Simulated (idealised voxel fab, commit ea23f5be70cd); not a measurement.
process module | voxel plated lines
cross-section cut | 270 nm wide | cells 5 nm
A cross-section is a grid of square cells, given in bands from the top down. A band is one or more rows of cells.
Each band's line starts with the height of the band's top and of its bottom, in nm. Then come its materials from left to right, each with its width in nm. One material with "throughout" fills the band from edge to edge. "air" is empty space.
Height 0 is the level under which the wafer as received is all one material. The lowest band goes on downwards, as in "0 down".
A width such as "30 to 40" changes by the same amount from each row of cells to the next, from the band's top row to its bottom row.
"no change" after a step means that no cell of the cross-section changed.
closed voids: empty space of 8 cells or more with no open way to the top, each as width x height at its distance from the left edge, in nm
after a step's settings: what the simulator itself notes on the step
overlay nm, on a step with a mask: how far to the right of its planned place the mask lay; to the left if negative
plan
1 op RECEIVE | material Si
2 op CONFORMAL_DEP | material SiO2 | thk nm 10
3 op DIRECTIONAL_DEP | material TiN | thk nm 5
4 op PATTERN | tone open | mask id LINES | material resist | width nm 25 | pitch nm 40 | thk nm 20 | overlay nm 0
5 op EPI | material Ru | thk nm 5
6 op STRIP | etch materials resist
7 op DIRECTIONAL_ETCH | etch materials TiN | depth nm 5
8 op CONFORMAL_DEP | material SiN | thk nm 5
as received, after step 1
  0 down: Si throughout
  closed voids: none
first wafer at the end, as planned
  25 to 20: air 75 | SiN 35 | air 5 | SiN 35 | air 5 | SiN 35 | air 80
  20 to 15: air 75 | SiN 5 | Ru 25 | SiN 5 | air 5 | SiN 5 | Ru 25 | SiN 5 | air 5 | SiN 5 | Ru 25 | SiN 5 | air 80
  15 to 10: SiN 80 | TiN 25 | SiN 15 | TiN 25 | SiN 15 | TiN 25 | SiN 85
  10 to 0: SiO2 throughout
  0 down: Si throughout
  closed voids: none
second wafer at the end: like start, like plan, one mistake
  30 to 25: air 75 | SiN 35 | air 5 | SiN 35 | air 5 | SiN 35 | air 80
  25 to 20: air 75 | SiN 5 | Ru 25 | SiN 5 | air 5 | SiN 5 | Ru 25 | SiN 5 | air 5 | SiN 5 | Ru 25 | SiN 5 | air 80
  20 to 15: SiN 80 | TiN 25 | SiN 15 | TiN 25 | SiN 15 | TiN 25 | SiN 85
  15 to 0: SiO2 throughout
  0 down: Si throughout
  closed voids: none
what went wrong: step 2 ran as: op CONFORMAL_DEP | material SiO2 | thk nm 15
at the end the second wafer has, in cells: 54 more of SiO2
